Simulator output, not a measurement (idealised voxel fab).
Module name: voxel quadruple lines (process module)
Pictured: cross-section cut, 290 nm wide, on a grid of 5 nm square cells.
Heads up, the way a cross-section reads in here is a grid of square cells, handed over as bands from the top down, with every band being one or more rows of cells.
Band: top and bottom heights (nm) first, top before bottom; then materials from left to right, widths in nm. "all across" marks a sole material filling the band edge to edge. "blank" denotes empty space.
For the purposes of this specification, 0 denotes the height below which the wafer in its as-received condition is composed wholly of one material, and the lowermost band, lacking a lower limit, extends downward without end, as expressed in "z 0 and below".
A width given as "30->40" starts at the first number in the band's top row and ends at the second number in its bottom row, shifting by an equal amount at every step from row to row.
Step marked "nothing different"? Then no cell in the cross-section changed in it.
So "Closed internal cavities" is basically the list of trapped voids: any empty space of 8 cells or more that can't reach the top through an opening. They're written width x height at distance, the distance being from the left edge, and it's all nm.
It should be noted that, on the line of a given step, the content following the step's settings is a remark produced by the simulator itself with respect to that step.
Regarding "overlay nm": on a step with a mask, it is the distance the mask lay to the right of its planned place; a negative value places it to the left.

These are the steps we planned for the process
| 1 | RECEIVE: material Si |
| 2 | CONFORMAL_DEP: material Al2O3, thk nm 10 |
| 3 | DIRECTIONAL_DEP: material Ru, thk nm 15 |
| 4 | DIRECTIONAL_DEP: material polySi, thk nm 20 |
| 5 | DIRECTIONAL_DEP: material aC, thk nm 20 |
| 6 | PATTERN: tone cover, mask id MANDREL, material resist, width nm 25, thk nm 30, overlay nm 0 |
| 7 | DIRECTIONAL_ETCH: etch materials aC, depth nm 20 |
| 8 | STRIP: etch materials resist |
| 9 | CONFORMAL_DEP: material SiO2, thk nm 15 |
| 10 | DIRECTIONAL_ETCH: etch materials SiO2, depth nm 15 |
| 11 | STRIP: etch materials aC |
| 12 | DIRECTIONAL_ETCH: etch materials polySi, depth nm 20 |
| 13 | STRIP: etch materials SiO2 |
| 14 | CONFORMAL_DEP: material SiN, thk nm 5 |
| 15 | DIRECTIONAL_ETCH: etch materials SiN, depth nm 5 |
| 16 | STRIP: etch materials polySi |
| 17 | DIRECTIONAL_ETCH: etch materials Ru, depth nm 15 |
| 18 | STRIP: etch materials SiN |
| 19 | FILL_DEP: material lowk, thk nm 5 |
| 20 | CMP: height nm 25 |

As-received state of the wafer in cross-section, equivalent to post-step 1
z 0 and below = Si all across
Closed internal cavities: none

Final wafer profile in cross-section after the module, from the same start and plan as above, with one mistake made during processing
z 25 to 10 = lowk all across
z 10 to 0 = Al2O3 all across
z 0 and below = Si all across
Closed internal cavities: none
Which mistake was made when the wafer was run? so step 3 ended up running with a different setting than we planned, it ran as DIRECTIONAL_DEP: material lowk, thk nm 15
